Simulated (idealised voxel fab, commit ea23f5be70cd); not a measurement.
Process module heading - voxel air gaps
This is section cut - it's 285 nm across, gridded in 5 nm square cells.
Think of the cross-section as a grid of square cells. We describe it in bands, top to bottom, and each band covers one or more rows of those cells.
Quick guide to a band line: top height, bottom height (nm) up front; then every material left to right with its width in nm. Only one material and it's marked "everywhere"? Then it fills the band edge to edge. And "air" just means empty space.
Note: height 0 marks the level under which the wafer is uniformly one material as received. Lowest band unbounded below, written "0 and below".
Per-row width for "30 to 40": begins at first number (top row of band), ends at second number (bottom row), increment between rows held constant.
Basically "all unchanged" means that step didn't change any cell in the cross-section.
Closed internal cavities: empty space of 8 cells or more with no open way to the top, each as width x height at its distance from the left edge, in nm
Anything after a step's settings on that line? It's the simulator's own note about the step.
On any step carrying a mask, the "overlay nm" setting, if present on the step's line, tells how far right of its planned place the mask lay; negative values point to the left.

Below is the list of planned process steps:
1) RECEIVE (material Si)
2) CONFORMAL_DEP (material SiO2; thk nm 10)
3) CONFORMAL_DEP (material SiN; thk nm 5)
4) DIRECTIONAL_DEP (material lowk; thk nm 40)
5) DIRECTIONAL_DEP (material aC; thk nm 10)
6) PATTERN (tone open; mask id LINES; material resist; width nm 15; pitch nm 40; thk nm 25; overlay nm 0)
7) DIRECTIONAL_ETCH (etch materials aC; depth nm 10)
8) STRIP (etch materials resist)
9) DIRECTIONAL_ETCH (etch materials lowk; depth nm 40)
10) STRIP (etch materials aC)
11) CONFORMAL_DEP (material TiN; thk nm 5)
12) FILL_DEP (material Ru; thk nm 10)
13) CMP (height nm 55)
14) EPI (material Ru; thk nm 10)
15) SELECTIVE_ETCH (etch materials lowk; depth nm 50)
16) CONFORMAL_DEP (material SiN; thk nm 5)

Cross-section of the incoming wafer, state after step 1:
    0 and below  Si everywhere
    Closed internal cavities: none

Final cross-section, module run with one mistake (start and plan as above):
    70 down to 65  55 of air | 175 of SiN | 55 of air
    65 down to 55  55 of air | 5 of SiN | 165 of Ru | 5 of SiN | 55 of air
    55 down to 50  55 of air | 15 of SiN | 5 of TiN | 15 of Ru | 5 of TiN | 15 of lowk | 5 of TiN | 15 of Ru | 5 of TiN | 15 of lowk | 5 of TiN | 15 of Ru | 5 of TiN | 15 of lowk | 5 of TiN | 15 of Ru | 5 of TiN | 15 of SiN | 55 of air
    50 down to 20  65 of air | 5 of SiN | 5 of TiN | 15 of Ru | 5 of TiN | 15 of lowk | 5 of TiN | 15 of Ru | 5 of TiN | 15 of lowk | 5 of TiN | 15 of Ru | 5 of TiN | 15 of lowk | 5 of TiN | 15 of Ru | 5 of TiN | 5 of SiN | 65 of air
    20 down to 15  70 of SiN | 25 of TiN | 15 of lowk | 25 of TiN | 15 of lowk | 25 of TiN | 15 of lowk | 25 of TiN | 70 of SiN
    15 down to 10  SiN everywhere
    10 down to 0  SiO2 everywhere
    0 and below  Si everywhere
    Closed internal cavities: none
Misprocessing identified: step 6 did not happen as planned, as run it was PATTERN (tone open; mask id LINES; material resist; width nm 25; pitch nm 40; thk nm 25; overlay nm 0)
